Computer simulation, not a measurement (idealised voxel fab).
Presented below is a process module, voxel capacitor over wiring.
Each square cell in cross-section cut measures 5 nm, and the section as a whole is 220 nm wide.
Cross-sections here: square-cell grids, written as top-down lists of bands, a band being one or more rows of cells. Band: top and bottom heights (nm) first, top before bottom; then materials from left to right, widths in nm. "full width" marks a sole material filling the band edge to edge. "empty" denotes empty space. Where do heights start? At 0: under that level the wafer as delivered is made of one material only. And the lowest band has no floor; it just carries on downward, as in "0 nm and below". Graded width ("30..40"): value in top row of band = first number; value in bottom row = second number; row-to-row change constant. Take "no alteration" at face value: in the step it is given for, the cross-section changed in none of its cells. Voids not open to the top, 8 cells minimum: see "Closed void register". Written width x height at distance; distance is from the left edge; nm. On a step's line, text after the settings is the simulator commenting on that step. Regarding "overlay nm": on a step with a mask, it is the distance the mask lay to the right of its planned place; a negative value places it to the left.

# The steps planned for the process are as follows
1) op RECEIVE | material Si
2) op CONFORMAL_DEP | material SiO2 | thk nm 15
3) op CONFORMAL_DEP | material SiN | thk nm 5
4) op DIRECTIONAL_DEP | material SiO2 | thk nm 25
5) op MASKED_ETCH | tone open | mask id METAL_1 | width nm 20 | pitch nm 80 | etch materials SiO2 | depth nm 25 | overlay nm 0
6) op MASKED_ETCH | tone open | mask id METAL_1 | width nm 20 | pitch nm 80 | etch materials SiN | depth nm 5 | overlay nm 0
7) op CONFORMAL_DEP | material TiN | thk nm 5
8) op FILL_DEP | material Ru | thk nm 10
9) op CMP | height nm 45
10) op EPI | material Ru | thk nm 5
11) op FILL_DEP | material SiCN | thk nm 5
12) op DIRECTIONAL_DEP | material lowk | thk nm 10
13) op MASKED_ETCH | tone open | mask id PLUG_1 | width nm 15 | etch materials lowk | depth nm 10 | overlay nm 0
14) op MASKED_ETCH | tone open | mask id PLUG_1 | width nm 15 | etch materials SiCN | depth nm 5 | overlay nm 0
15) op EPI | material Ru | thk nm 10
16) op EPI | material Ru | thk nm 5
17) op DIRECTIONAL_DEP | material TiN | thk nm 10
18) op DIRECTIONAL_DEP | material Al2O3 | thk nm 5
19) op DIRECTIONAL_DEP | material TiN | thk nm 10
20) op PATTERN | tone cover | mask id UPPER_PLATE | material resist | width nm 65 | thk nm 20 | overlay nm 0
21) op DIRECTIONAL_ETCH | etch materials TiN | depth nm 10
22) op DIRECTIONAL_ETCH | etch materials Al2O3 | depth nm 5
23) op STRIP | etch materials resist
24) op DIRECTIONAL_DEP | material aC | thk nm 15
25) op PATTERN | tone cover | mask id LOWER_PLATE | material resist | width nm 75 | thk nm 30 | overlay nm 0
26) op DIRECTIONAL_ETCH | etch materials aC | depth nm 15
27) op STRIP | etch materials resist
28) op DIRECTIONAL_ETCH | etch materials TiN | depth nm 10
29) op STRIP | etch materials aC
30) op FILL_DEP | material SiO2 | thk nm 15
31) op CMP | height nm 100
32) op DIRECTIONAL_DEP | material aC | thk nm 15
33) op PATTERN | tone open | mask id PLUG_2 | material resist | width nm 15 | thk nm 35 | overlay nm 0
34) op DIRECTIONAL_ETCH | etch materials aC | depth nm 15
35) op STRIP | etch materials resist
36) op DIRECTIONAL_ETCH | etch materials SiO2 | depth nm 10
37) op STRIP | etch materials aC
38) op CONFORMAL_DEP | material TiN | thk nm 5
39) op FILL_DEP | material Ru | thk nm 5
40) op CMP | height nm 100
41) op CONFORMAL_DEP | material SiN | thk nm 5

# Received-state cross-section, reflecting completion of step 1
  0 nm and below = Si full width
  Closed void register: none

# First wafer of two, sectioned at end of module; run went per plan
  105 nm to 100 nm = SiN full width
  100 nm to 95 nm = 75 nm SiO2 | 5 nm TiN | 5 nm Ru | 5 nm TiN | 130 nm SiO2
  95 nm to 90 nm = 75 nm SiO2 | 15 nm TiN | 130 nm SiO2
  90 nm to 80 nm = 65 nm SiO2 | 65 nm TiN | 90 nm SiO2
  80 nm to 75 nm = 65 nm SiO2 | 65 nm Al2O3 | 90 nm SiO2
  75 nm to 65 nm = 60 nm SiO2 | 75 nm TiN | 85 nm SiO2
  65 nm to 55 nm = 65 nm lowk | 15 nm Ru | 140 nm lowk
  55 nm to 50 nm = 65 nm SiCN | 15 nm Ru | 140 nm SiCN
  50 nm to 45 nm = 55 nm SiCN | 30 nm Ru | 50 nm SiCN | 30 nm Ru | 55 nm SiCN
  45 nm to 20 nm = 60 nm SiO2 | 5 nm TiN | 10 nm Ru | 5 nm TiN | 60 nm SiO2 | 5 nm TiN | 10 nm Ru | 5 nm TiN | 60 nm SiO2
  20 nm to 15 nm = 60 nm SiN | 20 nm TiN | 60 nm SiN | 20 nm TiN | 60 nm SiN
  15 nm to 0 nm = SiO2 full width
  0 nm and below = Si full width
  Closed void register: none

# Second wafer through the module, sectioned at the end: same beginning and same plan as the first wafer, with one mistake in carrying it out
  105 nm to 100 nm = SiN full width
  100 nm to 95 nm = 75 nm SiO2 | 5 nm TiN | 5 nm Ru | 5 nm TiN | 130 nm SiO2
  95 nm to 90 nm = 75 nm SiO2 | 15 nm TiN | 130 nm SiO2
  90 nm to 80 nm = 60 nm SiO2 | 60 nm TiN | 100 nm SiO2
  80 nm to 75 nm = 55 nm SiO2 | 65 nm Al2O3 | 100 nm SiO2
  75 nm to 65 nm = 55 nm SiO2 | 80 nm TiN | 85 nm SiO2
  65 nm to 55 nm = 65 nm lowk | 15 nm Ru | 140 nm lowk
  55 nm to 50 nm = 65 nm SiCN | 15 nm Ru | 140 nm SiCN
  50 nm to 45 nm = 55 nm SiCN | 30 nm Ru | 50 nm SiCN | 30 nm Ru | 55 nm SiCN
  45 nm to 20 nm = 60 nm SiO2 | 5 nm TiN | 10 nm Ru | 5 nm TiN | 60 nm SiO2 | 5 nm TiN | 10 nm Ru | 5 nm TiN | 60 nm SiO2
  20 nm to 15 nm = 60 nm SiN | 20 nm TiN | 60 nm SiN | 20 nm TiN | 60 nm SiN
  15 nm to 0 nm = SiO2 full width
  0 nm and below = Si full width
  Closed void register: none
Run error: step 20 was run on a setting that differed from the plan, and what really ran there is op PATTERN | tone cover | mask id UPPER_PLATE | material resist | width nm 65 | thk nm 20 | overlay nm -10
End check, second vs first wafer: material counts in cells match, positions do not.
